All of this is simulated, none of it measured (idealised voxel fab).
Presented below is a process module, voxel trench capacitor.
Section shown: cut. Width: 175 nm. Cell size: 5 nm, square.
In this document a cross-section is written as a grid of square cells. It is given as a series of bands, listed from the top down, and a band is one or more rows of cells. Heights first: top, then bottom, in nm. Then materials, left to right, each with a width in nm. "edge to edge" on a single material: fills the band edge to edge. "blank": empty space. All heights in this document are referenced to 0, defined as the level beneath which the wafer, as received, consists entirely of one material. The lowest band is not bounded below; it extends indefinitely downward and is written in the form "0 down". Width spec "30..40" -> top row of cells at first value, bottom row at second value, equal per-row change in between. A step reported as "left unchanged" is a step in which no cell of the cross-section changed. So "Closed void list" is basically the list of trapped voids: any empty space of 8 cells or more that can't reach the top through an opening. They're written width x height at distance, the distance being from the left edge, and it's all nm. Whatever follows a step's settings on its line is a remark the simulator itself makes about that step. For masked steps, "overlay nm" on the step line gives how far right of plan the mask actually lay; a minus sign means it lay to the left.
## Intended process steps
1) RECEIVE with material Si
2) CONFORMAL_DEP with material SiN, thk nm 5
3) DIRECTIONAL_DEP with material aC, thk nm 15
4) PATTERN with tone open, mask id TRENCH, material resist, width nm 30, pitch nm 60, thk nm 35, overlay nm 0
5) DIRECTIONAL_ETCH with etch materials aC, depth nm 15
6) STRIP with etch materials resist
7) DIRECTIONAL_ETCH with etch materials SiN, depth nm 5
8) DIRECTIONAL_ETCH with etch materials Si, depth nm 40
9) STRIP with etch materials aC
10) CONFORMAL_DEP with material HfO2, thk nm 5
11) CONFORMAL_DEP with material TiN, thk nm 5
12) FILL_DEP with material W, thk nm 5
13) CMP with height nm 5
## Run as planned: first of two wafers
## This is the cross-section of the wafer as we received it, i.e. after step 1
0 down  Si edge to edge
Closed void list: none
## So this is the wafer cross-section right after step 2
5 to 0  SiN edge to edge
Whatever lies below 0 is exactly as it was before.
## So this is the wafer cross-section right after step 3
20 to 5  aC edge to edge
Whatever lies below 5 is exactly as it was before.
## So this is the wafer cross-section right after step 4
55 to 20  40 resist, then 30 blank, then 30 resist, then 30 blank, then 45 resist
Whatever lies below 20 is exactly as it was before.
## So this is the wafer cross-section right after step 5
40 to 20  40 resist, then 30 blank, then 30 resist, then 30 blank, then 45 resist
20 to 5  40 aC, then 30 blank, then 30 aC, then 30 blank, then 45 aC
Whatever lies below 5 is exactly as it was before.
## So this is the wafer cross-section right after step 6
20 to 5  40 aC, then 30 blank, then 30 aC, then 30 blank, then 45 aC
Whatever lies below 5 is exactly as it was before.
## So this is the wafer cross-section right after step 7
20 to 5  40 aC, then 30 blank, then 30 aC, then 30 blank, then 45 aC
5 to 0  40 SiN, then 30 blank, then 30 SiN, then 30 blank, then 45 SiN
Whatever lies below 0 is exactly as it was before.
## So this is the wafer cross-section right after step 8
20 to 5  40 aC, then 30 blank, then 30 aC, then 30 blank, then 45 aC
5 to 0  40 SiN, then 30 blank, then 30 SiN, then 30 blank, then 45 SiN
0 to -40  40 Si, then 30 blank, then 30 Si, then 30 blank, then 45 Si
Whatever lies below -40 is exactly as it was before.
## So this is the wafer cross-section right after step 9
5 to 0  40 SiN, then 30 blank, then 30 SiN, then 30 blank, then 45 SiN
Whatever lies below 0 is exactly as it was before.
## So this is the wafer cross-section right after step 10
10 to 5  45 HfO2, then 20 blank, then 40 HfO2, then 20 blank, then 50 HfO2
5 to 0  40 SiN, then 5 HfO2, then 20 blank, then 5 HfO2, then 30 SiN, then 5 HfO2, then 20 blank, then 5 HfO2, then 45 SiN
0 to -35  40 Si, then 5 HfO2, then 20 blank, then 5 HfO2, then 30 Si, then 5 HfO2, then 20 blank, then 5 HfO2, then 45 Si
-35 to -40  40 Si, then 30 HfO2, then 30 Si, then 30 HfO2, then 45 Si
Whatever lies below -40 is exactly as it was before.
## So this is the wafer cross-section right after step 11
15 to 10  50 TiN, then 10 blank, then 50 TiN, then 10 blank, then 55 TiN
10 to 5  45 HfO2, then 5 TiN, then 10 blank, then 5 TiN, then 40 HfO2, then 5 TiN, then 10 blank, then 5 TiN, then 50 HfO2
5 to 0  40 SiN, then 5 HfO2, then 5 TiN, then 10 blank, then 5 TiN, then 5 HfO2, then 30 SiN, then 5 HfO2, then 5 TiN, then 10 blank, then 5 TiN, then 5 HfO2, then 45 SiN
0 to -30  40 Si, then 5 HfO2, then 5 TiN, then 10 blank, then 5 TiN, then 5 HfO2, then 30 Si, then 5 HfO2, then 5 TiN, then 10 blank, then 5 TiN, then 5 HfO2, then 45 Si
-30 to -35  40 Si, then 5 HfO2, then 20 TiN, then 5 HfO2, then 30 Si, then 5 HfO2, then 20 TiN, then 5 HfO2, then 45 Si
Whatever lies below -35 is exactly as it was before.
## So this is the wafer cross-section right after step 12
20 to 15  W edge to edge
15 to 10  50 TiN, then 10 W, then 50 TiN, then 10 W, then 55 TiN
10 to 5  45 HfO2, then 5 TiN, then 10 W, then 5 TiN, then 40 HfO2, then 5 TiN, then 10 W, then 5 TiN, then 50 HfO2
5 to 0  40 SiN, then 5 HfO2, then 5 TiN, then 10 W, then 5 TiN, then 5 HfO2, then 30 SiN, then 5 HfO2, then 5 TiN, then 10 W, then 5 TiN, then 5 HfO2, then 45 SiN
0 to -30  40 Si, then 5 HfO2, then 5 TiN, then 10 W, then 5 TiN, then 5 HfO2, then 30 Si, then 5 HfO2, then 5 TiN, then 10 W, then 5 TiN, then 5 HfO2, then 45 Si
Whatever lies below -30 is exactly as it was before.
## So this is the wafer cross-section right after step 13
5 to 0  40 SiN, then 5 HfO2, then 5 TiN, then 10 W, then 5 TiN, then 5 HfO2, then 30 SiN, then 5 HfO2, then 5 TiN, then 10 W, then 5 TiN, then 5 HfO2, then 45 SiN
Whatever lies below 0 is exactly as it was before.
## second wafer: like start, like plan, one mistake. Through step 7 it matches the first wafer
## Second wafer at the planned finish of step 8, seen in cross-section
20 to 5  40 aC, then 30 blank, then 30 aC, then 30 blank, then 45 aC
5 to 0  40 SiN, then 30 blank, then 30 SiN, then 30 blank, then 45 SiN
0 to -35  40 Si, then 30 blank, then 30 Si, then 30 blank, then 45 Si
Whatever lies below -35 is exactly as it was before.
## Second wafer at the planned finish of step 9, seen in cross-section
5 to 0  40 SiN, then 30 blank, then 30 SiN, then 30 blank, then 45 SiN
Whatever lies below 0 is exactly as it was before.
## Second wafer at the planned finish of step 10, seen in cross-section
10 to 5  45 HfO2, then 20 blank, then 40 HfO2, then 20 blank, then 50 HfO2
5 to 0  40 SiN, then 5 HfO2, then 20 blank, then 5 HfO2, then 30 SiN, then 5 HfO2, then 20 blank, then 5 HfO2, then 45 SiN
0 to -30  40 Si, then 5 HfO2, then 20 blank, then 5 HfO2, then 30 Si, then 5 HfO2, then 20 blank, then 5 HfO2, then 45 Si
-30 to -35  40 Si, then 30 HfO2, then 30 Si, then 30 HfO2, then 45 Si
Whatever lies below -35 is exactly as it was before.
## Second wafer at the planned finish of step 11, seen in cross-section
15 to 10  50 TiN, then 10 blank, then 50 TiN, then 10 blank, then 55 TiN
10 to 5  45 HfO2, then 5 TiN, then 10 blank, then 5 TiN, then 40 HfO2, then 5 TiN, then 10 blank, then 5 TiN, then 50 HfO2
5 to 0  40 SiN, then 5 HfO2, then 5 TiN, then 10 blank, then 5 TiN, then 5 HfO2, then 30 SiN, then 5 HfO2, then 5 TiN, then 10 blank, then 5 TiN, then 5 HfO2, then 45 SiN
0 to -25  40 Si, then 5 HfO2, then 5 TiN, then 10 blank, then 5 TiN, then 5 HfO2, then 30 Si, then 5 HfO2, then 5 TiN, then 10 blank, then 5 TiN, then 5 HfO2, then 45 Si
-25 to -30  40 Si, then 5 HfO2, then 20 TiN, then 5 HfO2, then 30 Si, then 5 HfO2, then 20 TiN, then 5 HfO2, then 45 Si
Whatever lies below -30 is exactly as it was before.
## Second wafer at the planned finish of step 12, seen in cross-section
20 to 15  W edge to edge
15 to 10  50 TiN, then 10 W, then 50 TiN, then 10 W, then 55 TiN
10 to 5  45 HfO2, then 5 TiN, then 10 W, then 5 TiN, then 40 HfO2, then 5 TiN, then 10 W, then 5 TiN, then 50 HfO2
5 to 0  40 SiN, then 5 HfO2, then 5 TiN, then 10 W, then 5 TiN, then 5 HfO2, then 30 SiN, then 5 HfO2, then 5 TiN, then 10 W, then 5 TiN, then 5 HfO2, then 45 SiN
0 to -25  40 Si, then 5 HfO2, then 5 TiN, then 10 W, then 5 TiN, then 5 HfO2, then 30 Si, then 5 HfO2, then 5 TiN, then 10 W, then 5 TiN, then 5 HfO2, then 45 Si
Whatever lies below -25 is exactly as it was before.
## Second wafer at the planned finish of step 13, seen in cross-section
5 to 0  40 SiN, then 5 HfO2, then 5 TiN, then 10 W, then 5 TiN, then 5 HfO2, then 30 SiN, then 5 HfO2, then 5 TiN, then 10 W, then 5 TiN, then 5 HfO2, then 45 SiN
Whatever lies below 0 is exactly as it was before.
Want to know what went wrong? step 8 ran as: DIRECTIONAL_ETCH with etch materials Si, depth nm 35
Final cells, second wafer relative to first, materials higher or lower: -4 HfO2 | +12 Si | -4 TiN | -4 W
